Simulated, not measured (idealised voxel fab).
Title: Process Module voxel quadruple lines
The cross-section shown here is cut; it is 275 nm wide and divided into square cells measuring 5 nm on a side.
When this document writes out a cross-section, it uses a grid of square cells and lists it as bands, beginning at the top and moving down, with a band standing for one or more rows of cells.
The band entry comprises the height of the band's top followed by the height of its bottom, expressed in nm, and subsequently the band's materials from left to right, each stated together with its width in nm. Where a single material is marked with the word "full width", that material fills the band from edge to edge. The word "blank" represents empty space.
Height is counted from the level 0, under which the received wafer is composed throughout of one material. The lowest of the bands is not closed at the bottom but continues downward, in the notation "from 0 down".
Width "30->40": first value at the band's top row of cells, second value at its bottom row, equal change from row to row.
Basically "stayed the same" means that step didn't change any cell in the cross-section.
"Trapped voids" - sealed voids, min. 8 cells, no opening to top; format: width x height at distance (distance from left edge; nm throughout).
On each step's line, the part that comes after the settings is the simulator's own comment on the step.
overlay nm: right-of-plan distance of the mask on a masked step; negative values mean left-of-plan.

The planned process steps are enumerated hereunder:
step 1: RECEIVE, material Si
step 2: CONFORMAL_DEP, material SiO2, thk nm 10
step 3: DIRECTIONAL_DEP, material Ru, thk nm 10
step 4: DIRECTIONAL_DEP, material polySi, thk nm 15
step 5: DIRECTIONAL_DEP, material aC, thk nm 25
step 6: PATTERN, tone cover, mask id MANDREL, material resist, width nm 25, thk nm 35, overlay nm 0
step 7: DIRECTIONAL_ETCH, etch materials aC, depth nm 25
step 8: STRIP, etch materials resist
step 9: CONFORMAL_DEP, material SiO2, thk nm 15
step 10: DIRECTIONAL_ETCH, etch materials SiO2, depth nm 15
step 11: STRIP, etch materials aC
step 12: DIRECTIONAL_ETCH, etch materials polySi, depth nm 15
step 13: STRIP, etch materials SiO2
step 14: CONFORMAL_DEP, material SiCN, thk nm 5
step 15: DIRECTIONAL_ETCH, etch materials SiCN, depth nm 5
step 16: STRIP, etch materials polySi
step 17: DIRECTIONAL_ETCH, etch materials Ru, depth nm 10
step 18: STRIP, etch materials SiCN

First of two wafers - as planned:

Received-state cross-section, reflecting completion of step 1:
  from 0 down: Si full width
  Trapped voids: none

Once step 2 is through, the wafer looks like this in cross-section:
  from 10 to 0: SiO2 full width
  Unchanged below 0.

Once step 3 is through, the wafer looks like this in cross-section:
  from 20 to 10: Ru full width
  Unchanged below 10.

Once step 4 is through, the wafer looks like this in cross-section:
  from 35 to 20: polySi full width
  Unchanged below 20.

Once step 5 is through, the wafer looks like this in cross-section:
  from 60 to 35: aC full width
  Unchanged below 35.

Once step 6 is through, the wafer looks like this in cross-section:
  from 95 to 60: 125 of blank | 25 of resist | 125 of blank
  Unchanged below 60.

Once step 7 is through, the wafer looks like this in cross-section:
  from 70 to 60: 125 of blank | 25 of resist | 125 of blank
  from 60 to 35: 125 of blank | 25 of aC | 125 of blank
  Unchanged below 35.

Once step 8 is through, the wafer looks like this in cross-section:
  from 60 to 35: 125 of blank | 25 of aC | 125 of blank
  Unchanged below 35.

Once step 9 is through, the wafer looks like this in cross-section:
  from 75 to 60: 110 of blank | 55 of SiO2 | 110 of blank
  from 60 to 50: 110 of blank | 15 of SiO2 | 25 of aC | 15 of SiO2 | 110 of blank
  from 50 to 35: 125 of SiO2 | 25 of aC | 125 of SiO2
  Unchanged below 35.

Once step 10 is through, the wafer looks like this in cross-section:
  from 60 to 35: 110 of blank | 15 of SiO2 | 25 of aC | 15 of SiO2 | 110 of blank
  Unchanged below 35.

Once step 11 is through, the wafer looks like this in cross-section:
  from 60 to 35: 110 of blank | 15 of SiO2 | 25 of blank | 15 of SiO2 | 110 of blank
  Unchanged below 35.

Once step 12 is through, the wafer looks like this in cross-section:
  from 60 to 35: 110 of blank | 15 of SiO2 | 25 of blank | 15 of SiO2 | 110 of blank
  from 35 to 20: 110 of blank | 15 of polySi | 25 of blank | 15 of polySi | 110 of blank
  Unchanged below 20.

Once step 13 is through, the wafer looks like this in cross-section:
  from 35 to 20: 110 of blank | 15 of polySi | 25 of blank | 15 of polySi | 110 of blank
  Unchanged below 20.

Once step 14 is through, the wafer looks like this in cross-section:
  from 40 to 35: 105 of blank | 25 of SiCN | 15 of blank | 25 of SiCN | 105 of blank
  from 35 to 25: 105 of blank | 5 of SiCN | 15 of polySi | 5 of SiCN | 15 of blank | 5 of SiCN | 15 of polySi | 5 of SiCN | 105 of blank
  from 25 to 20: 110 of SiCN | 15 of polySi | 25 of SiCN | 15 of polySi | 110 of SiCN
  Unchanged below 20.

Once step 15 is through, the wafer looks like this in cross-section:
  from 35 to 20: 105 of blank | 5 of SiCN | 15 of polySi | 5 of SiCN | 15 of blank | 5 of SiCN | 15 of polySi | 5 of SiCN | 105 of blank
  Unchanged below 20.

Once step 16 is through, the wafer looks like this in cross-section:
  from 35 to 20: 105 of blank | 5 of SiCN | 15 of blank | 5 of SiCN | 15 of blank | 5 of SiCN | 15 of blank | 5 of SiCN | 105 of blank
  Unchanged below 20.

Once step 17 is through, the wafer looks like this in cross-section:
  from 35 to 20: 105 of blank | 5 of SiCN | 15 of blank | 5 of SiCN | 15 of blank | 5 of SiCN | 15 of blank | 5 of SiCN | 105 of blank
  from 20 to 10: 105 of blank | 5 of Ru | 15 of blank | 5 of Ru | 15 of blank | 5 of Ru | 15 of blank | 5 of Ru | 105 of blank
  Unchanged below 10.

Once step 18 is through, the wafer looks like this in cross-section:
  from 20 to 10: 105 of blank | 5 of Ru | 15 of blank | 5 of Ru | 15 of blank | 5 of Ru | 15 of blank | 5 of Ru | 105 of blank
  Unchanged below 10.

Regarding the second of the two wafers: it shared the first wafer's starting condition and process plan, yet one error occurred during its execution. Its history coincides with that of the first wafer up to and including step 15:

Planned end of step 16: second wafer, cross-section:
  from 35 to 20: 105 of blank | 5 of SiCN | 15 of polySi | 5 of SiCN | 15 of blank | 5 of SiCN | 15 of polySi | 5 of SiCN | 105 of blank
  from 20 to 10: 105 of blank | 25 of Ru | 15 of blank | 25 of Ru | 105 of blank
  Unchanged below 10.

Planned end of step 17: second wafer, cross-section:
  from 35 to 20: 105 of blank | 5 of SiCN | 15 of blank | 5 of SiCN | 15 of blank | 5 of SiCN | 15 of blank | 5 of SiCN | 105 of blank
  Unchanged below 20.

Planned end of step 18: second wafer, cross-section:
  from 20 to 10: 105 of blank | 25 of Ru | 15 of blank | 25 of Ru | 105 of blank
  Unchanged below 10.
Short version of what went wrong: sequence error: steps 16 and 17 interchanged
The final cell counts differ between the wafers, with the second having more or fewer of some materials than the first: Ru: 12 more
